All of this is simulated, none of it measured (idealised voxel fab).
The name of this process module is voxel quadruple lines.
Cross-section cut: width 230 nm, square cells of 5 nm.
Cross-section layout: square cells on a grid; listed as bands, top to bottom; a band spans one or more cell rows.
Read a band's entry like this: the first values are the height of its top and the height of its bottom in nm, and what follows is the sequence of materials from left to right, each with its width in nm. Note that "empty" is empty space, and that a single material marked "all across" reaches across the band from edge to edge.
For the purposes of this specification, 0 denotes the height below which the wafer in its as-received condition is composed wholly of one material, and the lowermost band, lacking a lower limit, extends downward without end, as expressed in "0 -> down".
Per-row width for "30->40": begins at first number (top row of band), ends at second number (bottom row), increment between rows held constant.
A step reported as "left unchanged" is a step in which no cell of the cross-section changed.
Enclosed void listing: empty space of 8 cells or more with no open way to the top, each as width x height at its distance from the left edge, in nm
after a step's settings: what the simulator itself notes on the step
The setting "overlay nm" may be written on the line of a step. When the step uses a mask, the value reports how far to the right of the planned place the mask lay, and a negative value reports that it lay to the left.
Planned process steps:
1 RECEIVE,material Si
2 CONFORMAL_DEP,material Al2O3,thk nm 10
3 DIRECTIONAL_DEP,material W,thk nm 15
4 DIRECTIONAL_DEP,material polySi,thk nm 20
5 DIRECTIONAL_DEP,material aC,thk nm 20
6 PATTERN,tone cover,mask id MANDREL,material resist,width nm 35,pitch nm 100,thk nm 30,overlay nm 0
7 DIRECTIONAL_ETCH,etch materials aC,depth nm 20
8 STRIP,etch materials resist
9 CONFORMAL_DEP,material SiO2,thk nm 15
10 DIRECTIONAL_ETCH,etch materials SiO2,depth nm 15
11 STRIP,etch materials aC
12 DIRECTIONAL_ETCH,etch materials polySi,depth nm 20
13 STRIP,etch materials SiO2
14 CONFORMAL_DEP,material SiCN,thk nm 10
15 DIRECTIONAL_ETCH,etch materials SiCN,depth nm 10
16 STRIP,etch materials polySi
17 DIRECTIONAL_ETCH,etch materials W,depth nm 15
18 STRIP,etch materials SiCN
19 FILL_DEP,material lowk,thk nm 5
20 CMP,height nm 25
As received (post step 1): cross-section:
> 0 -> down  Si all across
> Enclosed void listing: none
Module complete - cross-section of the first of two wafers, run according to plan:
> 25 -> 10  20 nm lowk; 10 nm W; 15 nm lowk; 10 nm W; 15 nm lowk; 10 nm W; 15 nm lowk; 10 nm W; 15 nm lowk; 10 nm W; 15 nm lowk; 10 nm W; 15 nm lowk; 10 nm W; 15 nm lowk; 10 nm W; 25 nm lowk
> 10 -> 0  Al2O3 all across
> 0 -> down  Si all across
> Enclosed void listing: none
Cross-section, wafer two of two, end of module: same start and plan as wafer one, one error in execution:
> 25 -> 10  25 nm lowk; 10 nm W; 15 nm lowk; 10 nm W; 15 nm lowk; 10 nm W; 15 nm lowk; 10 nm W; 15 nm lowk; 10 nm W; 15 nm lowk; 10 nm W; 15 nm lowk; 10 nm W; 15 nm lowk; 10 nm W; 20 nm lowk
> 10 -> 0  Al2O3 all across
> 0 -> down  Si all across
> Enclosed void listing: none
Short version of what went wrong: so step 6 ended up running with a different setting than we planned, it ran as PATTERN,tone cover,mask id MANDREL,material resist,width nm 35,pitch nm 100,thk nm 30,overlay nm 5
Final state: per-material cell counts identical on both wafers; locations differ.
